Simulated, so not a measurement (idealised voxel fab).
process module | voxel transistor to metal
cross-section cut | 280 nm wide | cells 5 nm
A cross-section is a grid of square cells, given in bands from the top down. A band is one or more rows of cells.
Each band's line starts with the height of the band's top and of its bottom, in nm. Then come its materials from left to right, each with its width in nm. One material with "throughout" fills the band from edge to edge. "air" is empty space.
Height 0 is the level under which the wafer as received is all one material. The lowest band goes on downwards, as in "0 down".
A width such as "30 to 40" changes by the same amount from each row of cells to the next, from the band's top row to its bottom row.
"no change" after a step means that no cell of the cross-section changed.
closed voids: empty space of 8 cells or more with no open way to the top, each as width x height at its distance from the left edge, in nm
after a step's settings: what the simulator itself notes on the step
overlay nm, on a step with a mask: how far to the right of its planned place the mask lay; to the left if negative
plan
1 op RECEIVE | material Si
2 op OXIDIZE | depth nm 5
3 op CONFORMAL_DEP | material SiN | thk nm 10
4 op PATTERN | tone cover | mask id ACTIVE | material resist | width nm 105 | pitch nm 125 | thk nm 15 | overlay nm 0
5 op DIRECTIONAL_ETCH | etch materials SiN | depth nm 10
6 op DIRECTIONAL_ETCH | etch materials SiO2 | depth nm 5
7 op DIRECTIONAL_ETCH | etch materials Si | depth nm 30
8 op STRIP | etch materials resist
9 op OXIDIZE | depth nm 5
10 op FILL_DEP | material SiO2 | thk nm 15
11 op CMP | height nm 10
12 op SELECTIVE_ETCH | etch materials SiO2 | depth nm 5
13 op STRIP | etch materials SiN
14 op SELECTIVE_ETCH | etch materials SiO2 | depth nm 5
15 op OXIDIZE | depth nm 5
16 op DIRECTIONAL_DEP | material polySi | thk nm 20
17 op DIRECTIONAL_DEP | material SiCN | thk nm 15
18 op DIRECTIONAL_DEP | material aC | thk nm 15
19 op PATTERN | tone cover | mask id GATE | material resist | width nm 15 | pitch nm 125 | thk nm 30 | overlay nm 0
20 op DIRECTIONAL_ETCH | etch materials aC | depth nm 15
21 op STRIP | etch materials resist
22 op DIRECTIONAL_ETCH | etch materials SiCN | depth nm 25
23 op DIRECTIONAL_ETCH | etch materials polySi | depth nm 30
24 op STRIP | etch materials aC
25 op CONFORMAL_DEP | material SiO2 | thk nm 5
26 op DIRECTIONAL_ETCH | etch materials SiO2 | depth nm 5
27 op CONFORMAL_DEP | material SiN | thk nm 5
28 op DIRECTIONAL_ETCH | etch materials SiN | depth nm 5
29 op DIRECTIONAL_ETCH | etch materials SiO2 | depth nm 5
30 op DIRECTIONAL_ETCH | etch materials Si | depth nm 10
31 op EPI | material pSi | thk nm 15
32 op FILL_DEP | material SiO2 | thk nm 5
33 op CMP | height nm 30
34 op DIRECTIONAL_DEP | material SiO2 | thk nm 10
35 op MASKED_ETCH | tone open | mask id CONTACT | width nm 35 | etch materials SiO2 | depth nm 45 | overlay nm 0
36 op CONFORMAL_DEP | material TiN | thk nm 5
37 op FILL_DEP | material Ru | thk nm 10
38 op CMP | height nm 40
39 op DIRECTIONAL_DEP | material TiN | thk nm 5
40 op DIRECTIONAL_DEP | material W | thk nm 20
41 op MASKED_ETCH | tone cover | mask id METAL_1 | width nm 20 | etch materials W | depth nm 20 | overlay nm 0
42 op MASKED_ETCH | tone cover | mask id METAL_1 | width nm 20 | etch materials TiN | depth nm 5 | overlay nm 0
43 op FILL_DEP | material lowk | thk nm 5
44 op CMP | height nm 65
45 op CONFORMAL_DEP | material SiN | thk nm 5
as received, after step 1
  0 down: Si throughout
  closed voids: none
first wafer at the end, as planned
  70 to 65: SiN throughout
  65 to 45: lowk 30 | W 20 | lowk 55 | W 20 | lowk 30 | W 20 | lowk 55 | W 20 | lowk 30
  45 to 40: lowk 30 | TiN 20 | lowk 55 | TiN 20 | lowk 30 | TiN 20 | lowk 55 | TiN 20 | lowk 30
  40 to 30: SiO2 30 | TiN 5 | Ru 25 to 20 | TiN 5 to 10 | SiO2 25 | TiN 5 to 10 | Ru 25 to 20 | TiN 5 | SiO2 30 | TiN 5 | Ru 25 to 20 | TiN 5 to 10 | SiO2 25 | TiN 5 to 10 | Ru 25 to 20 | TiN 5 | SiO2 30
  30 to 15: SiO2 30 | TiN 5 | Ru 20 | TiN 5 | SiN 5 | SiO2 5 | SiCN 15 | SiO2 5 | SiN 5 | TiN 5 | Ru 20 | TiN 5 | SiO2 30 | TiN 5 | Ru 20 | TiN 5 | SiN 5 | SiO2 5 | SiCN 15 | SiO2 5 | SiN 5 | TiN 5 | Ru 20 | TiN 5 | SiO2 30
  15 to 5: SiO2 30 | TiN 5 | Ru 20 to 5 | TiN 5 to 20 | SiN 5 | SiO2 5 | polySi 15 | SiO2 5 | SiN 5 | TiN 5 to 20 | Ru 20 to 5 | TiN 5 | SiO2 30 | TiN 5 | Ru 20 to 5 | TiN 5 to 20 | SiN 5 | SiO2 5 | polySi 15 | SiO2 5 | SiN 5 | TiN 5 to 20 | Ru 20 to 5 | TiN 5 | SiO2 30
  5 to 0: SiO2 30 | TiN 5 | Ru 5 | TiN 5 | pSi 15 | SiN 5 | SiO2 5 | polySi 15 | SiO2 5 | SiN 5 | pSi 15 | TiN 5 | Ru 5 | TiN 5 | SiO2 30 | TiN 5 | Ru 5 | TiN 5 | pSi 15 | SiN 5 | SiO2 5 | polySi 15 | SiO2 5 | SiN 5 | pSi 15 | TiN 5 | Ru 5 | TiN 5 | SiO2 30
  0 to -5: SiO2 25 | SiN 5 | TiN 15 | pSi 15 | SiN 5 | SiO2 5 | polySi 15 | SiO2 5 | SiN 5 | pSi 15 | TiN 15 | SiN 5 | SiO2 20 | SiN 5 | TiN 15 | pSi 15 | SiN 5 | SiO2 5 | polySi 15 | SiO2 5 | SiN 5 | pSi 15 | TiN 15 | SiN 5 | SiO2 25
  -5 to -10: SiO2 30 | pSi 30 | SiO2 35 | pSi 30 | SiO2 30 | pSi 30 | SiO2 35 | pSi 30 | SiO2 30
  -10 to -20: SiO2 30 | pSi 30 | Si 35 | pSi 30 | SiO2 30 | pSi 30 | Si 35 | pSi 30 | SiO2 30
  -20 to -40: SiO2 30 | Si 95 | SiO2 30 | Si 95 | SiO2 30
  -40 down: Si throughout
  closed voids: none
second wafer at the end: like start, like plan, one mistake
  70 to 65: SiN throughout
  65 to 45: lowk 30 | W 20 | lowk 55 | W 20 | lowk 30 | W 20 | lowk 55 | W 20 | lowk 30
  45 to 40: lowk 30 | TiN 20 | lowk 55 | TiN 20 | lowk 30 | TiN 20 | lowk 55 | TiN 20 | lowk 30
  40 to 30: SiO2 30 | TiN 5 | Ru 25 | TiN 5 | SiO2 25 | TiN 5 | Ru 25 | TiN 5 | SiO2 30 | TiN 5 | Ru 25 | TiN 5 | SiO2 25 | TiN 5 | Ru 25 | TiN 5 | SiO2 30
  30 to 15: SiO2 30 | TiN 5 | Ru 25 | TiN 5 | SiO2 5 | SiCN 15 | SiO2 5 | TiN 5 | Ru 25 | TiN 5 | SiO2 30 | TiN 5 | Ru 25 | TiN 5 | SiO2 5 | SiCN 15 | SiO2 5 | TiN 5 | Ru 25 | TiN 5 | SiO2 30
  15 to 5: SiO2 30 | TiN 5 | Ru 25 to 10 | TiN 5 to 20 | SiO2 5 | polySi 15 | SiO2 5 | TiN 5 to 20 | Ru 25 to 10 | TiN 5 | SiO2 30 | TiN 5 | Ru 25 to 10 | TiN 5 to 20 | SiO2 5 | polySi 15 | SiO2 5 | TiN 5 to 20 | Ru 25 to 10 | TiN 5 | SiO2 30
  5 to 0: SiO2 30 | TiN 5 | Ru 10 | TiN 5 | pSi 15 | SiO2 5 | polySi 15 | SiO2 5 | pSi 15 | TiN 5 | Ru 10 | TiN 5 | SiO2 30 | TiN 5 | Ru 10 | TiN 5 | pSi 15 | SiO2 5 | polySi 15 | SiO2 5 | pSi 15 | TiN 5 | Ru 10 | TiN 5 | SiO2 30
  0 to -5: SiO2 30 | TiN 20 | pSi 15 | SiO2 5 | polySi 15 | SiO2 5 | pSi 15 | TiN 20 | SiO2 30 | TiN 20 | pSi 15 | SiO2 5 | polySi 15 | SiO2 5 | pSi 15 | TiN 20 | SiO2 30
  -5 to -10: SiO2 25 | pSi 40 | SiO2 25 | pSi 40 | SiO2 20 | pSi 40 | SiO2 25 | pSi 40 | SiO2 25
  -10 to -20: SiO2 30 | pSi 35 | Si 25 | pSi 35 | SiO2 30 | pSi 35 | Si 25 | pSi 35 | SiO2 30
  -20 to -40: SiO2 30 | Si 95 | SiO2 30 | Si 95 | SiO2 30
  -40 down: Si throughout
  closed voids: none
what went wrong: step 27 was left out
at the end the second wafer has, in cells: 28 more of Ru | 8 fewer of Si | 32 fewer of SiN | 4 fewer of SiO2 | 16 more of pSi
